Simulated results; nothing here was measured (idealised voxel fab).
process module | voxel wiring stack
cross-section cut | 285 nm wide | cells 5 nm
A cross-section is a grid of square cells, given in bands from the top down. A band is one or more rows of cells.
Each band's line starts with the height of the band's top and of its bottom, in nm. Then come its materials from left to right, each with its width in nm. One material with "throughout" fills the band from edge to edge. "air" is empty space.
Height 0 is the level under which the wafer as received is all one material. The lowest band goes on downwards, as in "0 down".
A width such as "30 to 40" changes by the same amount from each row of cells to the next, from the band's top row to its bottom row.
"no change" after a step means that no cell of the cross-section changed.
closed voids: empty space of 8 cells or more with no open way to the top, each as width x height at its distance from the left edge, in nm
after a step's settings: what the simulator itself notes on the step
overlay nm, on a step with a mask: how far to the right of its planned place the mask lay; to the left if negative
plan
1 op RECEIVE | material Si
2 op CONFORMAL_DEP | material SiO2 | thk nm 15
3 op DIRECTIONAL_DEP | material TiN | thk nm 5
4 op DIRECTIONAL_DEP | material Ru | thk nm 15
5 op PATTERN | tone cover | mask id METAL_1 | material resist | width nm 30 | pitch nm 45 | thk nm 15 | overlay nm 0
6 op DIRECTIONAL_ETCH | etch materials Ru | depth nm 15
7 op DIRECTIONAL_ETCH | etch materials TiN | depth nm 5
8 op STRIP | etch materials resist
9 op CONFORMAL_DEP | material SiCN | thk nm 5
10 op FILL_DEP | material SiO2 | thk nm 10
11 op CMP | height nm 35
12 op CONFORMAL_DEP | material SiCN | thk nm 5
13 op DIRECTIONAL_DEP | material lowk | thk nm 20
14 op DIRECTIONAL_DEP | material aC | thk nm 10
15 op PATTERN | tone open | mask id PLUG_1 | material resist | width nm 15 | thk nm 25 | overlay nm 0
16 op DIRECTIONAL_ETCH | etch materials aC | depth nm 10
17 op STRIP | etch materials resist
18 op DIRECTIONAL_ETCH | etch materials lowk | depth nm 20
19 op DIRECTIONAL_ETCH | etch materials SiCN | depth nm 5
20 op STRIP | etch materials aC
21 op CONFORMAL_DEP | material TiN | thk nm 5
22 op FILL_DEP | material W | thk nm 10
23 op CMP | height nm 60
24 op CONFORMAL_DEP | material SiCN | thk nm 5
25 op DIRECTIONAL_DEP | material SiO2 | thk nm 15
26 op MASKED_ETCH | tone open | mask id METAL_2 | width nm 30 | pitch nm 45 | etch materials SiO2 | depth nm 15 | overlay nm 0
27 op MASKED_ETCH | tone open | mask id METAL_2 | width nm 30 | pitch nm 45 | etch materials SiCN | depth nm 5 | overlay nm 0
28 op CONFORMAL_DEP | material TiN | thk nm 5
29 op FILL_DEP | material Cu | thk nm 10
30 op CMP | height nm 80
31 op CONFORMAL_DEP | material SiCN | thk nm 5
32 op DIRECTIONAL_DEP | material lowk | thk nm 10
33 op MASKED_ETCH | tone open | mask id PLUG_2 | width nm 15 | etch materials lowk | depth nm 10 | overlay nm 0
34 op MASKED_ETCH | tone open | mask id PLUG_2 | width nm 15 | etch materials SiCN | depth nm 5 | overlay nm 0
35 op EPI | material Ru | thk nm 10
36 op EPI | material Ru | thk nm 5
37 op CONFORMAL_DEP | material SiN | thk nm 5
38 op DIRECTIONAL_DEP | material SiO2 | thk nm 15
39 op DIRECTIONAL_DEP | material aC | thk nm 15
40 op PATTERN | tone open | mask id METAL_3 | material resist | width nm 30 | pitch nm 45 | thk nm 35 | overlay nm 0
41 op DIRECTIONAL_ETCH | etch materials aC | depth nm 15
42 op STRIP | etch materials resist
43 op DIRECTIONAL_ETCH | etch materials SiO2 | depth nm 15
44 op DIRECTIONAL_ETCH | etch materials SiN | depth nm 5
45 op STRIP | etch materials aC
46 op CONFORMAL_DEP | material TiN | thk nm 5
47 op FILL_DEP | material Ru | thk nm 10
48 op CMP | height nm 115
49 op CONFORMAL_DEP | material SiCN | thk nm 5
50 op DIRECTIONAL_DEP | material lowk | thk nm 30
51 op PATTERN | tone open | mask id METAL_4_HOLES | material resist | width nm 15 | thk nm 20 | overlay nm 0
52 op DIRECTIONAL_ETCH | etch materials lowk | depth nm 30
53 op STRIP | etch materials resist
54 op PATTERN | tone open | mask id METAL_4 | material resist | width nm 30 | pitch nm 45 | thk nm 15 | overlay nm 0
55 op DIRECTIONAL_ETCH | etch materials lowk | depth nm 20
56 op DIRECTIONAL_ETCH | etch materials SiCN | depth nm 5
57 op STRIP | etch materials resist
58 op CONFORMAL_DEP | material TiN | thk nm 5
59 op FILL_DEP | material Cu | thk nm 5
60 op CMP | height nm 150
61 op CONFORMAL_DEP | material SiN | thk nm 5
as received, after step 1
  0 down: Si throughout
  closed voids: none
first wafer at the end, as planned
  155 to 150: SiN throughout
  150 to 135: lowk 105 | TiN 5 | Cu 20 | TiN 5 | lowk 15 | TiN 5 | Cu 20 | TiN 5 | lowk 105
  135 to 130: lowk 105 | TiN 5 | Cu 5 | TiN 20 | lowk 15 | TiN 30 | lowk 105
  130 to 120: lowk 105 | TiN 5 | Cu 5 | TiN 5 | lowk 165
  120 to 115: SiCN 105 | TiN 15 | SiCN 165
  115 to 100: SiO2 105 | TiN 5 | Ru 20 | TiN 5 | SiO2 15 | TiN 5 | Ru 20 | TiN 5 | SiO2 105
  100 to 95: SiN 105 | TiN 30 | SiN 15 | TiN 30 | SiN 105
  95 to 85: lowk 105 | Ru 15 | lowk 165
  85 to 80: SiCN 105 | Ru 15 | SiCN 165
  80 to 65: SiO2 105 | TiN 5 | Cu 20 | TiN 5 | SiO2 15 | TiN 5 | Cu 20 | TiN 5 | SiO2 105
  65 to 60: SiCN 105 | TiN 30 | SiCN 15 | TiN 30 | SiCN 105
  60 to 40: lowk 105 | TiN 5 | W 5 | TiN 5 | lowk 165
  40 to 35: SiCN 105 | TiN 15 | SiCN 165
  35 to 20: SiO2 100 | SiCN 5 | Ru 30 | SiCN 5 | SiO2 5 | SiCN 5 | Ru 30 | SiCN 5 | SiO2 100
  20 to 15: SiCN 105 | TiN 30 | SiCN 15 | TiN 30 | SiCN 105
  15 to 0: SiO2 throughout
  0 down: Si throughout
  closed voids: none
second wafer at the end: like start, like plan, one mistake
  155 to 150: SiN throughout
  150 to 135: lowk 105 | TiN 5 | Cu 20 | TiN 5 | lowk 15 | TiN 5 | Cu 20 | TiN 5 | lowk 105
  135 to 130: lowk 105 | TiN 5 | Cu 5 | TiN 20 | lowk 15 | TiN 30 | lowk 105
  130 to 120: lowk 105 | TiN 5 | Cu 5 | TiN 5 | lowk 165
  120 to 115: SiCN 105 | TiN 15 | SiCN 165
  115 to 100: SiO2 105 | TiN 5 | Ru 20 | TiN 5 | SiO2 15 | TiN 5 | Ru 20 | TiN 5 | SiO2 105
  100 to 95: SiN 105 | TiN 30 | SiN 15 | TiN 30 | SiN 105
  95 to 90: SiCN 105 | SiN 5 | TiN 5 | SiN 5 | SiCN 165
  90 to 80: lowk throughout
  80 to 65: SiO2 105 | TiN 5 | Cu 20 | TiN 5 | SiO2 15 | TiN 5 | Cu 20 | TiN 5 | SiO2 105
  65 to 60: SiCN 105 | TiN 30 | SiCN 15 | TiN 30 | SiCN 105
  60 to 40: lowk 105 | TiN 5 | W 5 | TiN 5 | lowk 165
  40 to 35: SiCN 105 | TiN 15 | SiCN 165
  35 to 20: SiO2 100 | SiCN 5 | Ru 30 | SiCN 5 | SiO2 5 | SiCN 5 | Ru 30 | SiCN 5 | SiO2 100
  20 to 15: SiCN 105 | TiN 30 | SiCN 15 | TiN 30 | SiCN 105
  15 to 0: SiO2 throughout
  0 down: Si throughout
  closed voids: none
what went wrong: steps 31 and 32 were swapped
at the end the second wafer has, in cells: 9 fewer of Ru | 2 more of SiN | 1 more of TiN | 6 more of lowk
